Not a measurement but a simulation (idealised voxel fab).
process module | voxel tone inversion
cross-section cut | 245 nm wide | cells 5 nm
A cross-section is a grid of square cells, given in bands from the top down. A band is one or more rows of cells.
Each band's line starts with the height of the band's top and of its bottom, in nm. Then come its materials from left to right, each with its width in nm. One material with "throughout" fills the band from edge to edge. "air" is empty space.
Height 0 is the level under which the wafer as received is all one material. The lowest band goes on downwards, as in "0 down".
A width such as "30 to 40" changes by the same amount from each row of cells to the next, from the band's top row to its bottom row.
"no change" after a step means that no cell of the cross-section changed.
closed voids: empty space of 8 cells or more with no open way to the top, each as width x height at its distance from the left edge, in nm
after a step's settings: what the simulator itself notes on the step
overlay nm, on a step with a mask: how far to the right of its planned place the mask lay; to the left if negative
plan
1 op RECEIVE | material Si
2 op CONFORMAL_DEP | material SiN | thk nm 5
3 op DIRECTIONAL_DEP | material polySi | thk nm 15
4 op PATTERN | tone cover | mask id POSTS | material resist | width nm 15 | pitch nm 40 | thk nm 20 | overlay nm 0
5 op DIRECTIONAL_ETCH | etch materials polySi | depth nm 15
6 op STRIP | etch materials resist
7 op FILL_DEP | material SiO2 | thk nm 5
8 op CMP | height nm 20
9 op STRIP | etch materials polySi
varied across the wafers: width nm of step 4. The plan shows the first wafer's value. All wafers start alike
first wafer as received, after step 1
  0 down: Si throughout
  closed voids: none
each wafer at the end: cells of each material gained (+) or lost (-) since it was received, then its closed voids
width nm 15 | +49 SiN | +111 SiO2 | closed voids: none
width nm 20 | +49 SiN | +99 SiO2 | closed voids: none
width nm 25 | +49 SiN | +87 SiO2 | closed voids: none
